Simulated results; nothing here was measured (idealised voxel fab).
Documented hereafter: the process module known as voxel lift off.
Pictured: cross-section cut, 155 nm wide, on a grid of 5 nm square cells.
Format of a cross-section: grid, square cells. Given as bands. Order: top down. Band: one or more rows of cells.
Quick guide to a band line: top height, bottom height (nm) up front; then every material left to right with its width in nm. Only one material and it's marked "edge to edge"? Then it fills the band edge to edge. And "blank" just means empty space.
The level at which height equals 0 is the one under which the wafer, as it arrives, is entirely one material. No lower edge exists for the bottom band, which continues downward and is notated as in "0 and below".
A width given as "30 to 40" starts at the first number in the band's top row and ends at the second number in its bottom row, shifting by an equal amount at every step from row to row.
"same as before" for a step: no cell of the cross-section changed in that step.
Closed empty spaces (no open way to the top) of 8 cells or more are what "Trapped cavities" lists, each as width x height at distance from the left edge, nm for all three.
Read whatever lies past the settings on a step's line as the simulator's own remark about the step.
overlay nm: mask offset rightward from planned place, masked step; negative means leftward offset.

## List of planned process steps
1: RECEIVE | material Si
2: CONFORMAL_DEP | material SiN | thk nm 10
3: PATTERN | tone open | mask id LINES | material resist | width nm 15 | pitch nm 40 | thk nm 25 | overlay nm 0
4: DIRECTIONAL_DEP | material Ru | thk nm 15
5: STRIP | etch materials resist
6: CONFORMAL_DEP | material SiO2 | thk nm 5

## On the first of the two wafers: run conducted according to plan

## Incoming wafer, cross-sectional view, post step 1
- 0 and below  Si edge to edge
- Trapped cavities: none

## after step 2
- 10 down to 0  SiN edge to edge
- Everything under 0 stays put, no change at all.

## after step 3
- 35 down to 10  30 resist, then 15 blank, then 25 resist, then 15 blank, then 25 resist, then 15 blank, then 30 resist
- Everything under 10 stays put, no change at all.

## after step 4
- 50 down to 35  30 Ru, then 15 blank, then 25 Ru, then 15 blank, then 25 Ru, then 15 blank, then 30 Ru
- 35 down to 25  30 resist, then 15 blank, then 25 resist, then 15 blank, then 25 resist, then 15 blank, then 30 resist
- 25 down to 10  30 resist, then 15 Ru, then 25 resist, then 15 Ru, then 25 resist, then 15 Ru, then 30 resist
- Everything under 10 stays put, no change at all.

## after step 5
- 25 down to 10  30 blank, then 15 Ru, then 25 blank, then 15 Ru, then 25 blank, then 15 Ru, then 30 blank
- Everything under 10 stays put, no change at all.

## after step 6
- 30 down to 25  25 blank, then 25 SiO2, then 15 blank, then 25 SiO2, then 15 blank, then 25 SiO2, then 25 blank
- 25 down to 15  25 blank, then 5 SiO2, then 15 Ru, then 5 SiO2, then 15 blank, then 5 SiO2, then 15 Ru, then 5 SiO2, then 15 blank, then 5 SiO2, then 15 Ru, then 5 SiO2, then 25 blank
- 15 down to 10  30 SiO2, then 15 Ru, then 25 SiO2, then 15 Ru, then 25 SiO2, then 15 Ru, then 30 SiO2
- Everything under 10 stays put, no change at all.

## The second wafer: identical to the first at the outset and in its planned sequence, differing only in that one mistake was made during processing; up to and including step 3, its path is the first wafer's path

## The second wafer in cross-section, at the planned close of step 4
- 50 down to 35  30 SiO2, then 15 blank, then 25 SiO2, then 15 blank, then 25 SiO2, then 15 blank, then 30 SiO2
- 35 down to 25  30 resist, then 15 blank, then 25 resist, then 15 blank, then 25 resist, then 15 blank, then 30 resist
- 25 down to 10  30 resist, then 15 SiO2, then 25 resist, then 15 SiO2, then 25 resist, then 15 SiO2, then 30 resist
- Everything under 10 stays put, no change at all.

## The second wafer in cross-section, at the planned close of step 5
- 25 down to 10  30 blank, then 15 SiO2, then 25 blank, then 15 SiO2, then 25 blank, then 15 SiO2, then 30 blank
- Everything under 10 stays put, no change at all.

## The second wafer in cross-section, at the planned close of step 6
- 30 down to 15  25 blank, then 25 SiO2, then 15 blank, then 25 SiO2, then 15 blank, then 25 SiO2, then 25 blank
- 15 down to 10  SiO2 edge to edge
- Everything under 10 stays put, no change at all.
The plan and the run diverged here: heads up, step 4 didn't go per plan, it actually ran as DIRECTIONAL_DEP | material SiO2 | thk nm 15
Per the end-of-run cell counts, the second wafer holds more or fewer of some materials than the first: 27 fewer of Ru, 27 more of SiO2
